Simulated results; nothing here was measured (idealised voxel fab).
voxel capacitor over wiring: a process module
We display cut, a cross-section 275 nm in width whose square cells are each 5 nm.
Bands, listed from the top down, are how a cross-section gets written in this document; the cross-section itself is a grid of square cells, and a band is one or more rows of them. In this notation a band is specified by the heights of its top and bottom, in that order and in nm, after which its materials appear from left to right, each paired with its width in nm. The word "throughout" attached to a single material means that material fills the band from edge to edge; the word "blank" stands for empty space. All heights in this document are referenced to 0, defined as the level beneath which the wafer, as received, consists entirely of one material. The lowest band is not bounded below; it extends indefinitely downward and is written in the form "top 0, no bottom". Width spec "30->40" -> top row of cells at first value, bottom row at second value, equal per-row change in between. For the purposes of this document, the phrase "no change" attached to a step denotes that no cell within the cross-section was modified by that step. Entry "Closed internal cavities" = empty spaces >= 8 cells with no open way to the top; each as width x height at distance, distance from left edge, all nm. Whatever follows a step's settings on its line is a remark the simulator itself makes about that step. If you see "overlay nm" on a step's line and that step has a mask, it's telling you how far right of where it was planned the mask ended up; a negative number means it went left instead.
# Steps in the process plan
step 1: RECEIVE,material Si
step 2: CONFORMAL_DEP,material SiO2,thk nm 10
step 3: DIRECTIONAL_DEP,material TiN,thk nm 5
step 4: DIRECTIONAL_DEP,material W,thk nm 20
step 5: PATTERN,tone cover,mask id METAL_1,material resist,width nm 30,pitch nm 95,thk nm 15,overlay nm 0
step 6: DIRECTIONAL_ETCH,etch materials W,depth nm 20
step 7: DIRECTIONAL_ETCH,etch materials TiN,depth nm 5
step 8: STRIP,etch materials resist
step 9: FILL_DEP,material lowk,thk nm 10
step 10: CMP,height nm 35
step 11: CONFORMAL_DEP,material SiCN,thk nm 5
step 12: DIRECTIONAL_DEP,material lowk,thk nm 10
step 13: DIRECTIONAL_DEP,material aC,thk nm 15
step 14: PATTERN,tone open,mask id PLUG_1,material resist,width nm 15,thk nm 35,overlay nm 0
step 15: DIRECTIONAL_ETCH,etch materials aC,depth nm 15
step 16: STRIP,etch materials resist
step 17: DIRECTIONAL_ETCH,etch materials lowk,depth nm 10
step 18: DIRECTIONAL_ETCH,etch materials SiCN,depth nm 5
step 19: STRIP,etch materials aC
step 20: EPI,material Ru,thk nm 10
step 21: EPI,material Ru,thk nm 5
step 22: DIRECTIONAL_DEP,material TiN,thk nm 10
step 23: DIRECTIONAL_DEP,material SiN,thk nm 5
step 24: DIRECTIONAL_DEP,material TiN,thk nm 5
step 25: MASKED_ETCH,tone cover,mask id UPPER_PLATE,width nm 70,etch materials TiN,depth nm 5,overlay nm 0
step 26: MASKED_ETCH,tone cover,mask id UPPER_PLATE,width nm 70,etch materials SiN,depth nm 5,overlay nm 0
step 27: MASKED_ETCH,tone cover,mask id LOWER_PLATE,width nm 80,etch materials TiN,depth nm 10,overlay nm 0
step 28: FILL_DEP,material SiO2,thk nm 15
step 29: CMP,height nm 80
step 30: DIRECTIONAL_DEP,material aC,thk nm 10
step 31: PATTERN,tone open,mask id PLUG_2,material resist,width nm 15,thk nm 25,overlay nm 0
step 32: DIRECTIONAL_ETCH,etch materials aC,depth nm 10
step 33: STRIP,etch materials resist
step 34: DIRECTIONAL_ETCH,etch materials SiO2,depth nm 10
step 35: STRIP,etch materials aC
step 36: CONFORMAL_DEP,material TiN,thk nm 5
step 37: FILL_DEP,material Cu,thk nm 10
step 38: CMP,height nm 80
step 39: CONFORMAL_DEP,material SiCN,thk nm 5
# What follows covers the first of two wafers; it ran as planned
# So this is the incoming wafer in cross-section - it's already been through step 1
- top 0, no bottom: Si throughout
- Closed internal cavities: none
# The following cross-section depicts the wafer upon completion of step 2
- top 10, bottom 0: SiO2 throughout
- Note: structure below 0 unchanged.
# The following cross-section depicts the wafer upon completion of step 3
- top 15, bottom 10: TiN throughout
- Note: structure below 10 unchanged.
# The following cross-section depicts the wafer upon completion of step 4
- top 35, bottom 15: W throughout
- Note: structure below 15 unchanged.
# The following cross-section depicts the wafer upon completion of step 5
- top 50, bottom 35: blank 75 nm  resist 30 nm  blank 65 nm  resist 30 nm  blank 75 nm
- Note: structure below 35 unchanged.
# The following cross-section depicts the wafer upon completion of step 6
- top 50, bottom 35: blank 75 nm  resist 30 nm  blank 65 nm  resist 30 nm  blank 75 nm
- top 35, bottom 15: blank 75 nm  W 30 nm  blank 65 nm  W 30 nm  blank 75 nm
- Note: structure below 15 unchanged.
# The following cross-section depicts the wafer upon completion of step 7
- top 50, bottom 35: blank 75 nm  resist 30 nm  blank 65 nm  resist 30 nm  blank 75 nm
- top 35, bottom 15: blank 75 nm  W 30 nm  blank 65 nm  W 30 nm  blank 75 nm
- top 15, bottom 10: blank 75 nm  TiN 30 nm  blank 65 nm  TiN 30 nm  blank 75 nm
- Note: structure below 10 unchanged.
# The following cross-section depicts the wafer upon completion of step 8
- top 35, bottom 15: blank 75 nm  W 30 nm  blank 65 nm  W 30 nm  blank 75 nm
- Note: structure below 15 unchanged.
# The following cross-section depicts the wafer upon completion of step 9
- top 45, bottom 35: lowk throughout
- top 35, bottom 15: lowk 75 nm  W 30 nm  lowk 65 nm  W 30 nm  lowk 75 nm
- top 15, bottom 10: lowk 75 nm  TiN 30 nm  lowk 65 nm  TiN 30 nm  lowk 75 nm
- Note: structure below 10 unchanged.
# The following cross-section depicts the wafer upon completion of step 10
- top 35, bottom 15: lowk 75 nm  W 30 nm  lowk 65 nm  W 30 nm  lowk 75 nm
- Note: structure below 15 unchanged.
# The following cross-section depicts the wafer upon completion of step 11
- top 40, bottom 35: SiCN throughout
- Note: structure below 35 unchanged.
# The following cross-section depicts the wafer upon completion of step 12
- top 50, bottom 40: lowk throughout
- Note: structure below 40 unchanged.
# The following cross-section depicts the wafer upon completion of step 13
- top 65, bottom 50: aC throughout
- Note: structure below 50 unchanged.
# The following cross-section depicts the wafer upon completion of step 14
- top 100, bottom 65: resist 90 nm  blank 15 nm  resist 170 nm
- Note: structure below 65 unchanged.
# The following cross-section depicts the wafer upon completion of step 15
- top 85, bottom 65: resist 90 nm  blank 15 nm  resist 170 nm
- top 65, bottom 50: aC 90 nm  blank 15 nm  aC 170 nm
- Note: structure below 50 unchanged.
# The following cross-section depicts the wafer upon completion of step 16
- top 65, bottom 50: aC 90 nm  blank 15 nm  aC 170 nm
- Note: structure below 50 unchanged.
# The following cross-section depicts the wafer upon completion of step 17
- top 65, bottom 50: aC 90 nm  blank 15 nm  aC 170 nm
- top 50, bottom 40: lowk 90 nm  blank 15 nm  lowk 170 nm
- Note: structure below 40 unchanged.
# The following cross-section depicts the wafer upon completion of step 18
- top 65, bottom 50: aC 90 nm  blank 15 nm  aC 170 nm
- top 50, bottom 40: lowk 90 nm  blank 15 nm  lowk 170 nm
- top 40, bottom 35: SiCN 90 nm  blank 15 nm  SiCN 170 nm
- Note: structure below 35 unchanged.
# The following cross-section depicts the wafer upon completion of step 19
- top 50, bottom 40: lowk 90 nm  blank 15 nm  lowk 170 nm
- Note: structure below 40 unchanged.
# The following cross-section depicts the wafer upon completion of step 20
- top 50, bottom 45: lowk 90 nm  blank 15 nm  lowk 170 nm
- top 45, bottom 40: lowk 90 nm  Ru 15 nm  lowk 170 nm
- top 40, bottom 35: SiCN 90 nm  Ru 15 nm  SiCN 170 nm
- Note: structure below 35 unchanged.
# The following cross-section depicts the wafer upon completion of step 21
- top 50, bottom 40: lowk 90 nm  Ru 15 nm  lowk 170 nm
- Note: structure below 40 unchanged.
# The following cross-section depicts the wafer upon completion of step 22
- top 60, bottom 50: TiN throughout
- Note: structure below 50 unchanged.
# The following cross-section depicts the wafer upon completion of step 23
- top 65, bottom 60: SiN throughout
- Note: structure below 60 unchanged.
# The following cross-section depicts the wafer upon completion of step 24
- top 70, bottom 65: TiN throughout
- Note: structure below 65 unchanged.
# The following cross-section depicts the wafer upon completion of step 25
- top 70, bottom 65: blank 90 nm  TiN 70 nm  blank 115 nm
- Note: structure below 65 unchanged.
# The following cross-section depicts the wafer upon completion of step 26
- top 70, bottom 65: blank 90 nm  TiN 70 nm  blank 115 nm
- top 65, bottom 60: blank 90 nm  SiN 70 nm  blank 115 nm
- Note: structure below 60 unchanged.
# The following cross-section depicts the wafer upon completion of step 27
- top 70, bottom 65: blank 90 nm  TiN 70 nm  blank 115 nm
- top 65, bottom 60: blank 90 nm  SiN 70 nm  blank 115 nm
- top 60, bottom 50: blank 85 nm  TiN 80 nm  blank 110 nm
- Note: structure below 50 unchanged.
# The following cross-section depicts the wafer upon completion of step 28
- top 85, bottom 70: SiO2 throughout
- top 70, bottom 65: SiO2 90 nm  TiN 70 nm  SiO2 115 nm
- top 65, bottom 60: SiO2 90 nm  SiN 70 nm  SiO2 115 nm
- top 60, bottom 50: SiO2 85 nm  TiN 80 nm  SiO2 110 nm
- Note: structure below 50 unchanged.
# The following cross-section depicts the wafer upon completion of step 29
- top 80, bottom 70: SiO2 throughout
- Note: structure below 70 unchanged.
# The following cross-section depicts the wafer upon completion of step 30
- top 90, bottom 80: aC throughout
- Note: structure below 80 unchanged.
# The following cross-section depicts the wafer upon completion of step 31
- top 115, bottom 90: resist 100 nm  blank 15 nm  resist 160 nm
- Note: structure below 90 unchanged.
# The following cross-section depicts the wafer upon completion of step 32
- top 105, bottom 90: resist 100 nm  blank 15 nm  resist 160 nm
- top 90, bottom 80: aC 100 nm  blank 15 nm  aC 160 nm
- Note: structure below 80 unchanged.
# The following cross-section depicts the wafer upon completion of step 33
- top 90, bottom 80: aC 100 nm  blank 15 nm  aC 160 nm
- Note: structure below 80 unchanged.
# The following cross-section depicts the wafer upon completion of step 34
- top 90, bottom 80: aC 100 nm  blank 15 nm  aC 160 nm
- top 80, bottom 70: SiO2 100 nm  blank 15 nm  SiO2 160 nm
- Note: structure below 70 unchanged.
# The following cross-section depicts the wafer upon completion of step 35
- top 80, bottom 70: SiO2 100 nm  blank 15 nm  SiO2 160 nm
- Note: structure below 70 unchanged.
# The following cross-section depicts the wafer upon completion of step 36
- top 85, bottom 80: TiN 105 nm  blank 5 nm  TiN 165 nm
- top 80, bottom 75: SiO2 100 nm  TiN 5 nm  blank 5 nm  TiN 5 nm  SiO2 160 nm
- top 75, bottom 65: SiO2 100->90 nm  TiN 15->70 nm  SiO2 160->115 nm
- Note: structure below 65 unchanged.
# The following cross-section depicts the wafer upon completion of step 37
- top 95, bottom 85: Cu throughout
- top 85, bottom 80: TiN 105 nm  Cu 5 nm  TiN 165 nm
- top 80, bottom 75: SiO2 100 nm  TiN 5 nm  Cu 5 nm  TiN 5 nm  SiO2 160 nm
- Note: structure below 75 unchanged.
# The following cross-section depicts the wafer upon completion of step 38
- top 80, bottom 75: SiO2 100 nm  TiN 5 nm  Cu 5 nm  TiN 5 nm  SiO2 160 nm
- Note: structure below 75 unchanged.
# The following cross-section depicts the wafer upon completion of step 39
- top 85, bottom 80: SiCN throughout
- Note: structure below 80 unchanged.
# Notes, second wafer: start = first wafer's, plan = first wafer's, execution had one mistake; history identical to first through step 19
# Second wafer cross-section, taken as of the time the plan sets for step 20 to be done
- top 55, bottom 50: blank 85 nm  Ru 25 nm  blank 165 nm
- top 50, bottom 40: lowk 90 nm  Ru 15 nm  lowk 170 nm
- top 40, bottom 35: SiCN 90 nm  Ru 15 nm  SiCN 170 nm
- Note: structure below 35 unchanged.
# Second wafer cross-section, taken as of the time the plan sets for step 21 to be done
- top 60, bottom 50: blank 80 nm  Ru 35 nm  blank 160 nm
- Note: structure below 50 unchanged.
# Second wafer cross-section, taken as of the time the plan sets for step 22 to be done
- top 70, bottom 60: blank 80 nm  TiN 35 nm  blank 160 nm
- top 60, bottom 50: TiN 80 nm  Ru 35 nm  TiN 160 nm
- Note: structure below 50 unchanged.
# Second wafer cross-section, taken as of the time the plan sets for step 23 to be done
- top 75, bottom 70: blank 80 nm  SiN 35 nm  blank 160 nm
- top 70, bottom 65: blank 80 nm  TiN 35 nm  blank 160 nm
- top 65, bottom 60: SiN 80 nm  TiN 35 nm  SiN 160 nm
- Note: structure below 60 unchanged.
# Second wafer cross-section, taken as of the time the plan sets for step 24 to be done
- top 80, bottom 75: blank 80 nm  TiN 35 nm  blank 160 nm
- top 75, bottom 70: blank 80 nm  SiN 35 nm  blank 160 nm
- top 70, bottom 65: TiN throughout
- Note: structure below 65 unchanged.
# Second wafer cross-section, taken as of the time the plan sets for step 25 to be done
- top 80, bottom 75: blank 90 nm  TiN 25 nm  blank 160 nm
- top 75, bottom 70: blank 80 nm  SiN 35 nm  blank 160 nm
- top 70, bottom 65: blank 80 nm  TiN 80 nm  blank 115 nm
- Note: structure below 65 unchanged.
# Second wafer cross-section, taken as of the time the plan sets for step 26 to be done
- top 80, bottom 75: blank 90 nm  TiN 25 nm  blank 160 nm
- top 75, bottom 70: blank 90 nm  SiN 25 nm  blank 160 nm
- top 70, bottom 65: blank 80 nm  TiN 80 nm  blank 115 nm
- top 65, bottom 60: blank 80 nm  TiN 35 nm  SiN 45 nm  blank 115 nm
- Note: structure below 60 unchanged.
# Second wafer cross-section, taken as of the time the plan sets for step 27 to be done
- top 80, bottom 75: blank 90 nm  TiN 25 nm  blank 160 nm
- top 75, bottom 70: blank 90 nm  SiN 25 nm  blank 160 nm
- top 70, bottom 65: blank 85 nm  TiN 75 nm  blank 115 nm
- top 65, bottom 60: blank 85 nm  TiN 30 nm  SiN 45 nm  blank 115 nm
- top 60, bottom 50: blank 80 nm  Ru 35 nm  TiN 50 nm  blank 110 nm
- Note: structure below 50 unchanged.
# Second wafer cross-section, taken as of the time the plan sets for step 28 to be done
- top 95, bottom 80: SiO2 throughout
- top 80, bottom 75: SiO2 90 nm  TiN 25 nm  SiO2 160 nm
- top 75, bottom 70: SiO2 90 nm  SiN 25 nm  SiO2 160 nm
- top 70, bottom 65: SiO2 85 nm  TiN 75 nm  SiO2 115 nm
- top 65, bottom 60: SiO2 85 nm  TiN 30 nm  SiN 45 nm  SiO2 115 nm
- top 60, bottom 50: SiO2 80 nm  Ru 35 nm  TiN 50 nm  SiO2 110 nm
- Note: structure below 50 unchanged.
# Second wafer cross-section, taken as of the time the plan sets for step 29 to be done
- top 80, bottom 75: SiO2 90 nm  TiN 25 nm  SiO2 160 nm
- Note: structure below 75 unchanged.
# Second wafer cross-section, taken as of the time the plan sets for step 30 to be done
- top 90, bottom 80: aC throughout
- Note: structure below 80 unchanged.
# Second wafer cross-section, taken as of the time the plan sets for step 31 to be done
- top 115, bottom 90: resist 100 nm  blank 15 nm  resist 160 nm
- Note: structure below 90 unchanged.
# Second wafer cross-section, taken as of the time the plan sets for step 32 to be done
- top 105, bottom 90: resist 100 nm  blank 15 nm  resist 160 nm
- top 90, bottom 80: aC 100 nm  blank 15 nm  aC 160 nm
- Note: structure below 80 unchanged.
# Second wafer cross-section, taken as of the time the plan sets for step 33 to be done
- top 90, bottom 80: aC 100 nm  blank 15 nm  aC 160 nm
- Note: structure below 80 unchanged.
Second wafer cross-section, taken as of the time the plan sets for step 34 to be done: no change
# Second wafer cross-section, taken as of the time the plan sets for step 35 to be done
- top 80, bottom 75: SiO2 90 nm  TiN 25 nm  SiO2 160 nm
- Note: structure below 75 unchanged.
# Second wafer cross-section, taken as of the time the plan sets for step 36 to be done
- top 85, bottom 80: TiN throughout
- Note: structure below 80 unchanged.
# Second wafer cross-section, taken as of the time the plan sets for step 37 to be done
- top 95, bottom 85: Cu throughout
- Note: structure below 85 unchanged.
# Second wafer cross-section, taken as of the time the plan sets for step 38 to be done
- top 80, bottom 75: SiO2 90 nm  TiN 25 nm  SiO2 160 nm
- Note: structure below 75 unchanged.
# Second wafer cross-section, taken as of the time the plan sets for step 39 to be done
- top 85, bottom 80: SiCN throughout
- Note: structure below 80 unchanged.
Want to know what went wrong? plan step 20 ran twice
The second wafer ends with more or fewer cells of some materials than the first, per final count: Cu: 1 fewer; Ru: 14 more; SiO2: 8 fewer; TiN: 5 fewer
